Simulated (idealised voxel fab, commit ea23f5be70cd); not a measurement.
The process module that follows is named voxel self aligned vias.
Cross-sectional view cut (width: 245 nm; square cell size: 5 nm).
Throughout this document, each cross-section is represented as a grid of square cells and is presented as a sequence of bands enumerated from the top downward, where a band comprises one or more rows of cells.
It is stipulated that each band's entry specify, in nanometres, the height of the top of the band and then that of its bottom, followed by the materials of the band in left-to-right sequence, each together with its width in nanometres. A single material marked by the word "edge to edge" is understood to fill the band from edge to edge; the word "blank" is understood to denote empty space.
Measure heights from 0. That's the level where, below it, the as-received wafer is all one material. The lowest band is bottomless and extends downward; write it as in "from 0 down".
Graded width ("30..40"): value in top row of band = first number; value in bottom row = second number; row-to-row change constant.
Reading "no modifications" for a step: not a cell of the cross-section changed in it.
"Fully sealed voids": empty spaces of 8 cells or more with no open way to the top, each given as width x height at distance, distance from the left edge, all in nm.
If you see something after the settings on a step's line, that's the simulator's own remark about that step.
"overlay nm" denotes, for a step that has a mask, the displacement of the mask to the right of its planned place, with negative values corresponding to the left.
-- Steps in the process plan
1. RECEIVE (material Si)
2. CONFORMAL_DEP (material SiO2; thk nm 10)
3. CONFORMAL_DEP (material SiCN; thk nm 5)
4. DIRECTIONAL_DEP (material lowk; thk nm 25)
5. PATTERN (tone open; mask id LINES; material resist; width nm 30; pitch nm 65; thk nm 15; overlay nm 0)
6. DIRECTIONAL_ETCH (etch materials lowk; depth nm 25)
7. STRIP (etch materials resist)
8. CONFORMAL_DEP (material TiN; thk nm 5)
9. FILL_DEP (material Ru; thk nm 10)
10. CMP (height nm 40)
11. SELECTIVE_ETCH (etch materials W Ru TiN; depth nm 10)
12. FILL_DEP (material SiN; thk nm 5)
13. CMP (height nm 40)
14. DIRECTIONAL_DEP (material lowk; thk nm 15)
15. MASKED_ETCH (tone open; mask id VIAS; width nm 40; pitch nm 65; etch materials lowk; depth nm 15; overlay nm 0)
16. MASKED_ETCH (tone open; mask id VIAS; width nm 40; pitch nm 65; etch materials SiN; depth nm 10; overlay nm -15)
17. CONFORMAL_DEP (material TiN; thk nm 5)
18. FILL_DEP (material Ru; thk nm 10)
19. CMP (height nm 55)
20. CONFORMAL_DEP (material SiN; thk nm 5)
For clarity, it should be stated that the wafers under discussion commence in an identical condition and differ with respect to the overlay nm of step 16, the plan indicating the value that the first wafer had.
-- Cross-section, first of several wafers, as delivered after step 1
from 0 down = Si edge to edge
Fully sealed voids: none
-- End-of-module cross-section, first of several wafers, after last step 20
from 60 to 55 = SiN edge to edge
from 55 to 45 = lowk: 35  TiN: 5  Ru: 30  TiN: 5  lowk: 25  TiN: 5  Ru: 30  TiN: 5  lowk: 25  TiN: 5  Ru: 30  TiN: 5  lowk: 40
from 45 to 40 = lowk: 35  TiN: 10  Ru: 10  TiN: 20  lowk: 25  TiN: 10  Ru: 10  TiN: 20  lowk: 25  TiN: 10  Ru: 10  TiN: 20  lowk: 40
from 40 to 35 = lowk: 40  TiN: 5  Ru: 10  TiN: 5  SiN: 10  lowk: 35  TiN: 5  Ru: 10  TiN: 5  SiN: 10  lowk: 35  TiN: 5  Ru: 10  TiN: 5  SiN: 10  lowk: 45
from 35 to 30 = lowk: 40  TiN: 20  SiN: 10  lowk: 35  TiN: 20  SiN: 10  lowk: 35  TiN: 20  SiN: 10  lowk: 45
from 30 to 20 = lowk: 40  TiN: 5  Ru: 20  TiN: 5  lowk: 35  TiN: 5  Ru: 20  TiN: 5  lowk: 35  TiN: 5  Ru: 20  TiN: 5  lowk: 45
from 20 to 15 = lowk: 40  TiN: 30  lowk: 35  TiN: 30  lowk: 35  TiN: 30  lowk: 45
from 15 to 10 = SiCN edge to edge
from 10 to 0 = SiO2 edge to edge
from 0 down = Si edge to edge
Fully sealed voids: none
-- Cross-section, module end, final of several wafers
from 60 to 55 = SiN edge to edge
from 55 to 45 = lowk: 35  TiN: 5  Ru: 30  TiN: 5  lowk: 25  TiN: 5  Ru: 30  TiN: 5  lowk: 25  TiN: 5  Ru: 30  TiN: 5  lowk: 40
from 45 to 40 = lowk: 35  TiN: 20  Ru: 10  TiN: 10  lowk: 25  TiN: 20  Ru: 10  TiN: 10  lowk: 25  TiN: 20  Ru: 10  TiN: 10  lowk: 40
from 40 to 35 = lowk: 40  SiN: 10  TiN: 5  Ru: 10  TiN: 5  lowk: 35  SiN: 10  TiN: 5  Ru: 10  TiN: 5  lowk: 35  SiN: 10  TiN: 5  Ru: 10  TiN: 5  lowk: 45
from 35 to 30 = lowk: 40  SiN: 10  TiN: 20  lowk: 35  SiN: 10  TiN: 20  lowk: 35  SiN: 10  TiN: 20  lowk: 45
from 30 to 20 = lowk: 40  TiN: 5  Ru: 20  TiN: 5  lowk: 35  TiN: 5  Ru: 20  TiN: 5  lowk: 35  TiN: 5  Ru: 20  TiN: 5  lowk: 45
from 20 to 15 = lowk: 40  TiN: 30  lowk: 35  TiN: 30  lowk: 35  TiN: 30  lowk: 45
from 15 to 10 = SiCN edge to edge
from 10 to 0 = SiO2 edge to edge
from 0 down = Si edge to edge
Fully sealed voids: none
-- Wafer rows, end of module: cells per material gained (+) or lost (-) since receipt; closed voids last
overlay nm -15; +72 Ru; +49 SiCN; +61 SiN; +98 SiO2; +78 TiN; +230 lowk; Fully sealed voids: none
overlay nm -10; +78 Ru; +49 SiCN; +55 SiN; +98 SiO2; +78 TiN; +230 lowk; Fully sealed voids: none
overlay nm -5; +84 Ru; +49 SiCN; +49 SiN; +98 SiO2; +78 TiN; +230 lowk; Fully sealed voids: none
overlay nm 0; +84 Ru; +49 SiCN; +49 SiN; +98 SiO2; +78 TiN; +230 lowk; Fully sealed voids: none
overlay nm 5; +84 Ru; +49 SiCN; +49 SiN; +98 SiO2; +78 TiN; +230 lowk; Fully sealed voids: none
overlay nm 10; +78 Ru; +49 SiCN; +55 SiN; +98 SiO2; +78 TiN; +230 lowk; Fully sealed voids: none
overlay nm 15; +72 Ru; +49 SiCN; +61 SiN; +98 SiO2; +78 TiN; +230 lowk; Fully sealed voids: none
